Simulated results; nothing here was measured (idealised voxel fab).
process module | voxel wiring stack
cross-section cut | 225 nm wide | cells 5 nm
A cross-section is a grid of square cells, given in bands from the top down. A band is one or more rows of cells.
Each band's line starts with the height of the band's top and of its bottom, in nm. Then come its materials from left to right, each with its width in nm. One material with "throughout" fills the band from edge to edge. "air" is empty space.
Height 0 is the level under which the wafer as received is all one material. The lowest band goes on downwards, as in "0 down".
A width such as "30 to 40" changes by the same amount from each row of cells to the next, from the band's top row to its bottom row.
"no change" after a step means that no cell of the cross-section changed.
closed voids: empty space of 8 cells or more with no open way to the top, each as width x height at its distance from the left edge, in nm
after a step's settings: what the simulator itself notes on the step
overlay nm, on a step with a mask: how far to the right of its planned place the mask lay; to the left if negative
plan
1 op RECEIVE | material Si
2 op CONFORMAL_DEP | material SiO2 | thk nm 15
3 op CONFORMAL_DEP | material SiN | thk nm 5
4 op DIRECTIONAL_DEP | material lowk | thk nm 20
5 op MASKED_ETCH | tone open | mask id METAL_1 | width nm 25 | pitch nm 55 | etch materials lowk | depth nm 20 | overlay nm 0
6 op MASKED_ETCH | tone open | mask id METAL_1 | width nm 25 | pitch nm 55 | etch materials SiN | depth nm 5 | overlay nm 0
7 op CONFORMAL_DEP | material TiN | thk nm 5
8 op FILL_DEP | material Cu | thk nm 5
9 op CMP | height nm 40
10 op EPI | material Ru | thk nm 5
11 op FILL_DEP | material SiCN | thk nm 5
12 op DIRECTIONAL_DEP | material SiO2 | thk nm 20
13 op MASKED_ETCH | tone open | mask id PLUG_1 | width nm 15 | etch materials SiO2 | depth nm 20 | overlay nm 0
14 op MASKED_ETCH | tone open | mask id PLUG_1 | width nm 15 | etch materials SiCN | depth nm 5 | overlay nm 0
15 op CONFORMAL_DEP | material TiN | thk nm 5
16 op FILL_DEP | material Cu | thk nm 5
17 op CMP | height nm 70
18 op DIRECTIONAL_DEP | material TiN | thk nm 5
19 op DIRECTIONAL_DEP | material W | thk nm 25
20 op DIRECTIONAL_DEP | material aC | thk nm 10
21 op PATTERN | tone cover | mask id METAL_2 | material resist | width nm 25 | pitch nm 55 | thk nm 30 | overlay nm 0
22 op DIRECTIONAL_ETCH | etch materials aC | depth nm 10
23 op STRIP | etch materials resist
24 op DIRECTIONAL_ETCH | etch materials W | depth nm 25
25 op DIRECTIONAL_ETCH | etch materials TiN | depth nm 5
26 op STRIP | etch materials aC
27 op FILL_DEP | material lowk | thk nm 5
28 op CMP | height nm 100
29 op CONFORMAL_DEP | material SiCN | thk nm 5
30 op DIRECTIONAL_DEP | material lowk | thk nm 30
31 op PATTERN | tone open | mask id METAL_3 | material resist | width nm 25 | pitch nm 55 | thk nm 20 | overlay nm 0
32 op DIRECTIONAL_ETCH | etch materials lowk | depth nm 15
33 op STRIP | etch materials resist
34 op MASKED_ETCH | tone open | mask id METAL_3_HOLES | width nm 15 | etch materials lowk | depth nm 15 | overlay nm 0
35 op MASKED_ETCH | tone open | mask id METAL_3_HOLES | width nm 15 | etch materials SiCN | depth nm 5 | overlay nm 0
36 op CONFORMAL_DEP | material TiN | thk nm 5
37 op FILL_DEP | material Cu | thk nm 5
38 op CMP | height nm 135
39 op CONFORMAL_DEP | material SiCN | thk nm 5
40 op DIRECTIONAL_DEP | material lowk | thk nm 15
41 op MASKED_ETCH | tone open | mask id PLUG_3 | width nm 15 | pitch nm 55 | etch materials lowk | depth nm 15 | overlay nm 0
42 op MASKED_ETCH | tone open | mask id PLUG_3 | width nm 15 | pitch nm 55 | etch materials SiCN | depth nm 5 | overlay nm 0
43 op EPI | material Ru | thk nm 10
44 op EPI | material Ru | thk nm 10
45 op CONFORMAL_DEP | material SiN | thk nm 5
46 op DIRECTIONAL_DEP | material SiO2 | thk nm 15
47 op MASKED_ETCH | tone open | mask id METAL_4 | width nm 25 | pitch nm 55 | etch materials SiO2 | depth nm 15 | overlay nm 0
48 op MASKED_ETCH | tone open | mask id METAL_4 | width nm 25 | pitch nm 55 | etch materials SiN | depth nm 5 | overlay nm 0
49 op CONFORMAL_DEP | material TiN | thk nm 5
50 op FILL_DEP | material Ru | thk nm 5
51 op CMP | height nm 175
52 op CONFORMAL_DEP | material SiN | thk nm 5
as received, after step 1
  0 down: Si throughout
  closed voids: none
first wafer at the end, as planned
  180 to 175: SiN throughout
  175 to 160: SiO2 70 | TiN 5 | Ru 15 | TiN 5 | SiO2 30 | TiN 5 | Ru 15 | TiN 5 | SiO2 75
  160 to 155: SiN 70 | TiN 25 | SiN 30 | TiN 25 | SiN 75
  155 to 140: lowk 70 | Ru 15 | lowk 40 | Ru 15 | lowk 85
  140 to 135: SiCN 70 | Ru 15 | SiCN 40 | Ru 15 | SiCN 85
  135 to 125: lowk 70 | TiN 5 | Cu 15 | TiN 5 | lowk 30 | TiN 5 | Cu 15 | TiN 5 | lowk 75
  125 to 120: lowk 70 | TiN 5 | Cu 5 | TiN 15 | lowk 30 | TiN 25 | lowk 75
  120 to 105: lowk 70 | TiN 5 | Cu 5 | TiN 5 | lowk 140
  105 to 100: SiCN 70 | TiN 15 | SiCN 140
  100 to 75: lowk 70 | W 25 | lowk 30 | W 25 | lowk 75
  75 to 70: lowk 70 | TiN 25 | lowk 30 | TiN 25 | lowk 75
  70 to 50: SiO2 70 | TiN 5 | Cu 5 | TiN 5 | SiO2 140
  50 to 45: SiCN 70 | TiN 15 | SiCN 140
  45 to 40: SiCN 65 | Ru 35 | SiCN 20 | Ru 35 | SiCN 70
  40 to 20: lowk 70 | TiN 5 | Cu 15 | TiN 5 | lowk 30 | TiN 5 | Cu 15 | TiN 5 | lowk 75
  20 to 15: SiN 70 | TiN 25 | SiN 30 | TiN 25 | SiN 75
  15 to 0: SiO2 throughout
  0 down: Si throughout
  closed voids: none
second wafer at the end: like start, like plan, one mistake
  180 to 175: SiN throughout
  175 to 160: SiO2 70 | TiN 5 | Ru 15 | TiN 5 | SiO2 30 | TiN 5 | Ru 15 | TiN 5 | SiO2 75
  160 to 155: SiN 70 | TiN 25 | SiN 30 | TiN 25 | SiN 75
  155 to 140: lowk 70 | Ru 15 | lowk 40 | Ru 15 | lowk 85
  140 to 135: SiCN 70 | Ru 15 | SiCN 40 | Ru 15 | SiCN 85
  135 to 125: lowk 70 | TiN 5 | Cu 15 | TiN 5 | lowk 30 | TiN 5 | Cu 15 | TiN 5 | lowk 75
  125 to 120: lowk 70 | TiN 5 | Cu 5 | TiN 15 | lowk 30 | TiN 25 | lowk 75
  120 to 105: lowk 70 | TiN 5 | Cu 5 | TiN 5 | lowk 140
  105 to 100: SiCN 70 | TiN 15 | SiCN 140
  100 to 75: lowk 70 | W 25 | lowk 30 | W 25 | lowk 75
  75 to 70: lowk 70 | TiN 25 | lowk 30 | TiN 25 | lowk 75
  70 to 65: Cu throughout
  65 to 60: TiN 75 | Cu 5 | TiN 145
  60 to 50: SiO2 70 | TiN 5 | Cu 5 | TiN 5 | SiO2 140
  50 to 45: SiCN 70 | TiN 15 | SiCN 140
  45 to 40: SiCN 65 | Ru 35 | SiCN 20 | Ru 35 | SiCN 70
  40 to 20: lowk 70 | TiN 5 | Cu 15 | TiN 5 | lowk 30 | TiN 5 | Cu 15 | TiN 5 | lowk 75
  20 to 15: SiN 70 | TiN 25 | SiN 30 | TiN 25 | SiN 75
  15 to 0: SiO2 throughout
  0 down: Si throughout
  closed voids: none
what went wrong: step 12 ran as: op DIRECTIONAL_DEP | material SiO2 | thk nm 10
at the end the second wafer has, in cells: 44 more of Cu | 84 fewer of SiO2 | 40 more of TiN
